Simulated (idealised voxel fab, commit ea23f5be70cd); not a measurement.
This section sets out a process module, namely voxel self aligned vias.
Square cell edge 5 nm, section width 250 nm, ID cut.
In what follows, cross-sections appear as grids of square cells, described through bands that run from the top down, where every band is one or more rows of cells.
Heads up on the band format: heights come first, top then bottom, in nm. After that it's the materials left to right, each with its width in nm. A single material flagged "all across" fills the whole band edge to edge, and "air" means there's empty space there.
All heights in this document are referenced to 0, defined as the level beneath which the wafer, as received, consists entirely of one material. The lowest band is not bounded below; it extends indefinitely downward and is written in the form "0 -> down".
It should be noted that a width expressed as "30..40" varies in equal increments from row to row of cells within the band, taking the value of the first number at the top row and that of the second number at the bottom row.
Basically "identical to before" means that step didn't change any cell in the cross-section.
Heads up: "closed voids" only lists the empty pockets with no open path to the top that are 8 cells or more, and it writes them as width x height at distance, distance from the left edge, in nm.
after a step's settings: what the simulator itself notes on the step
If you see "overlay nm" on a step's line and that step has a mask, it's telling you how far right of where it was planned the mask ended up; a negative number means it went left instead.
Quick note on how to read the rest: it's all pairs. You get the cross-section before a process step and the one after, but the after one only goes down as far as the lowest band that changed. The step in between, with its settings, sits under the pair. Heads up, the pairs can come from different runs of this module on the same starting wafer, so don't assume a pair picks up from the one above unless its "Ahead of processing" entry says it does.
Ahead of processing
- 45 -> 20: SiO2 (70), then air (25), then SiO2 (40), then air (25), then SiO2 (90)
- 20 -> 15: SiCN all across
- 15 -> 0: SiO2 all across
- 0 -> down: Si all across
- closed voids: none
Post-Step Appearance
- 50 -> 45: TiN (75), then air (15), then TiN (50), then air (15), then TiN (95)
- 45 -> 25: SiO2 (70), then TiN (5), then air (15), then TiN (5), then SiO2 (40), then TiN (5), then air (15), then TiN (5), then SiO2 (90)
- 25 -> 20: SiO2 (70), then TiN (25), then SiO2 (40), then TiN (25), then SiO2 (90)
- Below a height of 20, the structure has not been altered.
- closed voids: none
Applied between the two views above: op CONFORMAL_DEP | material TiN | thk nm 5
Ahead of processing: This step starts from the configuration shown after the step in the pair immediately above.
Post-Step Appearance
- 55 -> 50: W all across
- 50 -> 45: TiN (75), then W (15), then TiN (50), then W (15), then TiN (95)
- 45 -> 25: SiO2 (70), then TiN (5), then W (15), then TiN (5), then SiO2 (40), then TiN (5), then W (15), then TiN (5), then SiO2 (90)
- Below a height of 25, the structure has not been altered.
- closed voids: none
Applied between the two views above: op FILL_DEP | material W | thk nm 5
Ahead of processing: This step starts from the configuration shown after the step in the pair immediately above.
Post-Step Appearance
- 45 -> 25: SiO2 (70), then TiN (5), then W (15), then TiN (5), then SiO2 (40), then TiN (5), then W (15), then TiN (5), then SiO2 (90)
- Below a height of 25, the structure has not been altered.
- closed voids: none
Applied between the two views above: op CMP | height nm 45
Ahead of processing: This step starts from the configuration shown after the step in the pair immediately above.
Post-Step Appearance
- 45 -> 35: SiO2 (70), then air (25), then SiO2 (40), then air (25), then SiO2 (90)
- Below a height of 35, the structure has not been altered.
- closed voids: none
Applied between the two views above: op SELECTIVE_ETCH | etch materials W Ru TiN | depth nm 10
Ahead of processing: This step starts from the configuration shown after the step in the pair immediately above.
Post-Step Appearance
- 55 -> 45: SiN all across
- 45 -> 35: SiO2 (70), then SiN (25), then SiO2 (40), then SiN (25), then SiO2 (90)
- Below a height of 35, the structure has not been altered.
- closed voids: none
Applied between the two views above: op FILL_DEP | material SiN | thk nm 10
Ahead of processing: This step starts from the configuration shown after the step in the pair immediately above.
Post-Step Appearance
- 45 -> 35: SiO2 (70), then SiN (25), then SiO2 (40), then SiN (25), then SiO2 (90)
- Below a height of 35, the structure has not been altered.
- closed voids: none
Applied between the two views above: op CMP | height nm 45
Ahead of processing: This step starts from the configuration shown after the step in the pair immediately above.
Post-Step Appearance
- 65 -> 45: SiO2 all across
- Below a height of 45, the structure has not been altered.
- closed voids: none
Applied between the two views above: op DIRECTIONAL_DEP | material SiO2 | thk nm 20
Ahead of processing: This step starts from the configuration shown after the step in the pair immediately above.
Post-Step Appearance
- 65 -> 45: SiO2 (75), then air (35), then SiO2 (30), then air (35), then SiO2 (75)
- Below a height of 45, the structure has not been altered.
- closed voids: none
Applied between the two views above: op MASKED_ETCH | tone open | mask id VIAS | width nm 35 | pitch nm 65 | etch materials SiO2 | depth nm 20 | overlay nm 0
Ahead of processing: This step starts from the configuration shown after the step in the pair immediately above.
Post-Step Appearance
- 65 -> 45: SiO2 (75), then air (35), then SiO2 (30), then air (35), then SiO2 (75)
- 45 -> 35: SiO2 (70), then SiN (5), then air (20), then SiO2 (40), then SiN (5), then air (20), then SiO2 (90)
- Below a height of 35, the structure has not been altered.
- closed voids: none
Applied between the two views above: op MASKED_ETCH | tone open | mask id VIAS | width nm 35 | pitch nm 65 | etch materials SiN | depth nm 10 | overlay nm 0
Ahead of processing: This step starts from the configuration shown after the step in the pair immediately above.
Post-Step Appearance
- 70 -> 65: TiN (80), then air (25), then TiN (40), then air (25), then TiN (80)
- 65 -> 50: SiO2 (75), then TiN (5), then air (25), then TiN (5), then SiO2 (30), then TiN (5), then air (25), then TiN (5), then SiO2 (75)
- 50 -> 45: SiO2 (75), then TiN (5), then air (10), then TiN (20), then SiO2 (30), then TiN (5), then air (10), then TiN (20), then SiO2 (75)
- 45 -> 40: SiO2 (70), then SiN (5), then TiN (5), then air (10), then TiN (5), then SiO2 (40), then SiN (5), then TiN (5), then air (10), then TiN (5), then SiO2 (90)
- 40 -> 35: SiO2 (70), then SiN (5), then TiN (20), then SiO2 (40), then SiN (5), then TiN (20), then SiO2 (90)
- Below a height of 35, the structure has not been altered.
- closed voids: none
Applied between the two views above: op CONFORMAL_DEP | material TiN | thk nm 5
Ahead of processing: This step starts from the configuration shown after the step in the pair immediately above.
Post-Step Appearance
- 80 -> 70: W all across
- 70 -> 65: TiN (80), then W (25), then TiN (40), then W (25), then TiN (80)
- 65 -> 50: SiO2 (75), then TiN (5), then W (25), then TiN (5), then SiO2 (30), then TiN (5), then W (25), then TiN (5), then SiO2 (75)
- 50 -> 45: SiO2 (75), then TiN (5), then W (10), then TiN (20), then SiO2 (30), then TiN (5), then W (10), then TiN (20), then SiO2 (75)
- 45 -> 40: SiO2 (70), then SiN (5), then TiN (5), then W (10), then TiN (5), then SiO2 (40), then SiN (5), then TiN (5), then W (10), then TiN (5), then SiO2 (90)
- Below a height of 40, the structure has not been altered.
- closed voids: none
Applied between the two views above: op FILL_DEP | material W | thk nm 10
Ahead of processing: This step starts from the configuration shown after the step in the pair immediately above.
Post-Step Appearance
- 65 -> 50: SiO2 (75), then TiN (5), then W (25), then TiN (5), then SiO2 (30), then TiN (5), then W (25), then TiN (5), then SiO2 (75)
- Below a height of 50, the structure has not been altered.
- closed voids: none
Applied between the two views above: op CMP | height nm 65
Ahead of processing: This step starts from the configuration shown after the step in the pair immediately above.
Post-Step Appearance
- 70 -> 65: SiN all across
- Below a height of 65, the structure has not been altered.
- closed voids: none
Applied between the two views above: op CONFORMAL_DEP | material SiN | thk nm 5
Ahead of processing
- 50 -> 45: TiN (85), then air (15), then TiN (50), then air (15), then TiN (85)
- 45 -> 25: SiO2 (80), then TiN (5), then air (15), then TiN (5), then SiO2 (40), then TiN (5), then air (15), then TiN (5), then SiO2 (80)
- 25 -> 20: SiO2 (80), then TiN (25), then SiO2 (40), then TiN (25), then SiO2 (80)
- 20 -> 15: SiCN all across
- 15 -> 0: SiO2 all across
- 0 -> down: Si all across
- closed voids: none
Post-Step Appearance
- 55 -> 50: SiCN all across
- 50 -> 45: TiN (85), then SiCN (15), then TiN (50), then SiCN (15), then TiN (85)
- 45 -> 25: SiO2 (80), then TiN (5), then SiCN (15), then TiN (5), then SiO2 (40), then TiN (5), then SiCN (15), then TiN (5), then SiO2 (80)
- Below a height of 25, the structure has not been altered.
- closed voids: none
Applied between the two views above: op FILL_DEP | material SiCN | thk nm 5
Ahead of processing: This step starts from the configuration shown after the step in the pair immediately above.
Post-Step Appearance
- 45 -> 25: SiO2 (80), then TiN (5), then SiCN (15), then TiN (5), then SiO2 (40), then TiN (5), then SiCN (15), then TiN (5), then SiO2 (80)
- Below a height of 25, the structure has not been altered.
- closed voids: none
Applied between the two views above: op CMP | height nm 45
Ahead of processing: This step starts from the configuration shown after the step in the pair immediately above.
Post-Step Appearance
- 45 -> 35: SiO2 (80), then air (5), then SiCN (15), then air (5), then SiO2 (40), then air (5), then SiCN (15), then air (5), then SiO2 (80)
- Below a height of 35, the structure has not been altered.
- closed voids: none
Applied between the two views above: op SELECTIVE_ETCH | etch materials W Ru TiN | depth nm 10
Ahead of processing: This step starts from the configuration shown after the step in the pair immediately above.
Post-Step Appearance
- 55 -> 45: SiN all across
- 45 -> 35: SiO2 (80), then SiN (5), then SiCN (15), then SiN (5), then SiO2 (40), then SiN (5), then SiCN (15), then SiN (5), then SiO2 (80)
- Below a height of 35, the structure has not been altered.
- closed voids: none
Applied between the two views above: op FILL_DEP | material SiN | thk nm 10
Ahead of processing: This step starts from the configuration shown after the step in the pair immediately above.
Post-Step Appearance
- 45 -> 35: SiO2 (80), then SiN (5), then SiCN (15), then SiN (5), then SiO2 (40), then SiN (5), then SiCN (15), then SiN (5), then SiO2 (80)
- Below a height of 35, the structure has not been altered.
- closed voids: none
Applied between the two views above: op CMP | height nm 45
Ahead of processing: This step starts from the configuration shown after the step in the pair immediately above.
Post-Step Appearance
- 65 -> 45: SiO2 all across
- Below a height of 45, the structure has not been altered.
- closed voids: none
Applied between the two views above: op DIRECTIONAL_DEP | material SiO2 | thk nm 20
Ahead of processing: This step starts from the configuration shown after the step in the pair immediately above.
Post-Step Appearance
- 65 -> 45: SiO2 (75), then air (35), then SiO2 (30), then air (35), then SiO2 (75)
- Below a height of 45, the structure has not been altered.
- closed voids: none
Applied between the two views above: op MASKED_ETCH | tone open | mask id VIAS | width nm 35 | pitch nm 65 | etch materials SiO2 | depth nm 20 | overlay nm 0
Ahead of processing: This step starts from the configuration shown after the step in the pair immediately above.
Post-Step Appearance
- 65 -> 45: SiO2 (75), then air (35), then SiO2 (30), then air (35), then SiO2 (75)
- 45 -> 35: SiO2 (80), then air (5), then SiCN (15), then air (5), then SiO2 (40), then air (5), then SiCN (15), then air (5), then SiO2 (80)
- Below a height of 35, the structure has not been altered.
- closed voids: none
Applied between the two views above: op MASKED_ETCH | tone open | mask id VIAS | width nm 35 | pitch nm 65 | etch materials SiN | depth nm 10 | overlay nm 0
Ahead of processing: This step starts from the configuration shown after the step in the pair immediately above.
Post-Step Appearance
- 70 -> 65: TiN (80), then air (25), then TiN (40), then air (25), then TiN (80)
- 65 -> 50: SiO2 (75), then TiN (5), then air (25), then TiN (5), then SiO2 (30), then TiN (5), then air (25), then TiN (5), then SiO2 (75)
- 50 -> 45: SiO2 (75), then TiN (35), then SiO2 (30), then TiN (35), then SiO2 (75)
- 45 -> 25: SiO2 (80), then TiN (5), then SiCN (15), then TiN (5), then SiO2 (40), then TiN (5), then SiCN (15), then TiN (5), then SiO2 (80)
- Below a height of 25, the structure has not been altered.
- closed voids: none
Applied between the two views above: op CONFORMAL_DEP | material TiN | thk nm 5
Ahead of processing: This step starts from the configuration shown after the step in the pair immediately above.
Post-Step Appearance
- 80 -> 70: W all across
- 70 -> 65: TiN (80), then W (25), then TiN (40), then W (25), then TiN (80)
- 65 -> 50: SiO2 (75), then TiN (5), then W (25), then TiN (5), then SiO2 (30), then TiN (5), then W (25), then TiN (5), then SiO2 (75)
- Below a height of 50, the structure has not been altered.
- closed voids: none
Applied between the two views above: op FILL_DEP | material W | thk nm 10
Ahead of processing: This step starts from the configuration shown after the step in the pair immediately above.
Post-Step Appearance
- 65 -> 50: SiO2 (75), then TiN (5), then W (25), then TiN (5), then SiO2 (30), then TiN (5), then W (25), then TiN (5), then SiO2 (75)
- Below a height of 50, the structure has not been altered.
- closed voids: none
Applied between the two views above: op CMP | height nm 65
Ahead of processing: This step starts from the configuration shown after the step in the pair immediately above.
Post-Step Appearance
- 70 -> 65: SiN all across
- Below a height of 65, the structure has not been altered.
- closed voids: none
Applied between the two views above: op CONFORMAL_DEP | material SiN | thk nm 5
Ahead of processing
- 65 -> 45: SiO2 all across
- 45 -> 35: SiO2 (80), then SiN (25), then SiO2 (40), then SiN (25), then SiO2 (80)
- 35 -> 25: SiO2 (80), then TiN (5), then W (15), then TiN (5), then SiO2 (40), then TiN (5), then W (15), then TiN (5), then SiO2 (80)
- 25 -> 20: SiO2 (80), then TiN (25), then SiO2 (40), then TiN (25), then SiO2 (80)
- 20 -> 15: SiCN all across
- 15 -> 0: SiO2 all across
- 0 -> down: Si all across
- closed voids: none
Post-Step Appearance
- 65 -> 45: air (75), then SiO2 (35), then air (30), then SiO2 (35), then air (75)
- Below a height of 45, the structure has not been altered.
- closed voids: none
Applied between the two views above: op MASKED_ETCH | tone cover | mask id VIAS | width nm 35 | pitch nm 65 | etch materials SiO2 | depth nm 20 | overlay nm 0
Ahead of processing: This step starts from the configuration shown after the step in the pair immediately above.
Post-Step Appearance
- 70 -> 65: air (70), then TiN (45), then air (20), then TiN (45), then air (70)
- 65 -> 50: air (70), then TiN (5), then SiO2 (35), then TiN (5), then air (20), then TiN (5), then SiO2 (35), then TiN (5), then air (70)
- 50 -> 45: TiN (75), then SiO2 (35), then TiN (30), then SiO2 (35), then TiN (75)
- Below a height of 45, the structure has not been altered.
- closed voids: none
Applied between the two views above: op CONFORMAL_DEP | material TiN | thk nm 5
Ahead of processing: This step starts from the configuration shown after the step in the pair immediately above.
Post-Step Appearance
- 80 -> 70: W all across
- 70 -> 65: W (70), then TiN (45), then W (20), then TiN (45), then W (70)
- 65 -> 50: W (70), then TiN (5), then SiO2 (35), then TiN (5), then W (20), then TiN (5), then SiO2 (35), then TiN (5), then W (70)
- Below a height of 50, the structure has not been altered.
- closed voids: none
Applied between the two views above: op FILL_DEP | material W | thk nm 10
Ahead of processing: This step starts from the configuration shown after the step in the pair immediately above.
Post-Step Appearance
- 65 -> 50: W (70), then TiN (5), then SiO2 (35), then TiN (5), then W (20), then TiN (5), then SiO2 (35), then TiN (5), then W (70)
- Below a height of 50, the structure has not been altered.
- closed voids: none
Applied between the two views above: op CMP | height nm 65
Ahead of processing: This step starts from the configuration shown after the step in the pair immediately above.
Post-Step Appearance
- 70 -> 65: SiN all across
- Below a height of 65, the structure has not been altered.
- closed voids: none
Applied between the two views above: op CONFORMAL_DEP | material SiN | thk nm 5
